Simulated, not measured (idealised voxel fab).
A process module follows: voxel fin reveal.
This is section cut - it's 205 nm across, gridded in 5 nm square cells.
This document writes a cross-section as a grid whose cells are square, and gives it as bands, listed from the top down; one or more rows of cells form a band.
Within each band entry, the heights of the top and of the bottom of the band appear first, in that order and in nm; the materials of the band then follow from left to right, each with its corresponding width in nm. The designation "throughout" on a single material indicates that it fills the band from edge to edge; the designation "empty" indicates empty space.
A quick word on heights: they are counted from 0, and under that level the wafer as it came to us is one material throughout. The lowest band is different from the rest in having no bottom; it simply continues downward, written as in "top 0, no bottom".
A width such as "30..40" changes by the same amount from each row of cells to the next, from the band's top row to its bottom row.
Given "nothing got changed" for a step, no cell of the cross-section differs between before and after that step.
This entry, "Closed voids list", enumerates those empty regions of no fewer than 8 cells that possess no open connection to the top. Each region is reported in the form width x height at distance, the distance being taken from the left edge, with all three quantities expressed in nm.
Whatever follows a step's settings on its line is a remark the simulator itself makes about that step.
What "overlay nm" on a step's line means: if the step has a mask, that mask lay this far to the right of its planned place, or, when the value is negative, to the left.
## Set out below are the planned steps of the process
1 op RECEIVE | material Si
2 op CONFORMAL_DEP | material SiN | thk nm 5
3 op DIRECTIONAL_DEP | material aC | thk nm 10
4 op PATTERN | tone cover | mask id FINS | material resist | width nm 15 | pitch nm 45 | thk nm 30 | overlay nm 0
5 op DIRECTIONAL_ETCH | etch materials aC | depth nm 10
6 op STRIP | etch materials resist
7 op DIRECTIONAL_ETCH | etch materials SiN | depth nm 5
8 op DIRECTIONAL_ETCH | etch materials Si | depth nm 35
9 op STRIP | etch materials aC
10 op FILL_DEP | material SiO2 | thk nm 15
11 op CMP | height nm 5
12 op SELECTIVE_ETCH | etch materials SiO2 | depth nm 5
13 op STRIP | etch materials SiN
14 op CONFORMAL_DEP | material HfO2 | thk nm 5
Variable across wafers: step 12 depth nm (plan value is that of the first wafer; starting state common to all).
## Cut through the first of several wafers as received, post step 1
> top 0, no bottom: Si throughout
> Closed voids list: none
## End of the module, past its last step, step 14: how the first of several wafers looks in cross-section
> top 5, bottom 0: HfO2 throughout
> top 0, bottom -35: SiO2 50 / Si 15 / SiO2 30 / Si 15 / SiO2 30 / Si 15 / SiO2 50
> top -35, no bottom: Si throughout
> Closed voids list: none
## The module's end: a cross-section of the last wafer
> top 5, bottom 0: empty 45 / HfO2 25 / empty 20 / HfO2 25 / empty 20 / HfO2 25 / empty 45
> top 0, bottom -20: empty 45 / HfO2 5 / Si 15 / HfO2 5 / empty 20 / HfO2 5 / Si 15 / HfO2 5 / empty 20 / HfO2 5 / Si 15 / HfO2 5 / empty 45
> top -20, bottom -25: HfO2 50 / Si 15 / HfO2 30 / Si 15 / HfO2 30 / Si 15 / HfO2 50
> top -25, bottom -35: SiO2 50 / Si 15 / SiO2 30 / Si 15 / SiO2 30 / Si 15 / SiO2 50
> top -35, no bottom: Si throughout
> Closed voids list: none
## Below, a row for every wafer. Read it as the end-of-module picture: for each material the wafer shows its cells gained (+) or lost (-) since it was received, and then its closed voids
depth nm 5 | +41 HfO2 | -224 Si | +224 SiO2 | Closed voids list: none
depth nm 10 | +47 HfO2 | -224 Si | +192 SiO2 | Closed voids list: none
depth nm 15 | +53 HfO2 | -224 Si | +160 SiO2 | Closed voids list: none
depth nm 20 | +59 HfO2 | -224 Si | +128 SiO2 | Closed voids list: none
depth nm 25 | +65 HfO2 | -224 Si | +96 SiO2 | Closed voids list: none
depth nm 30 | +71 HfO2 | -224 Si | +64 SiO2 | Closed voids list: none
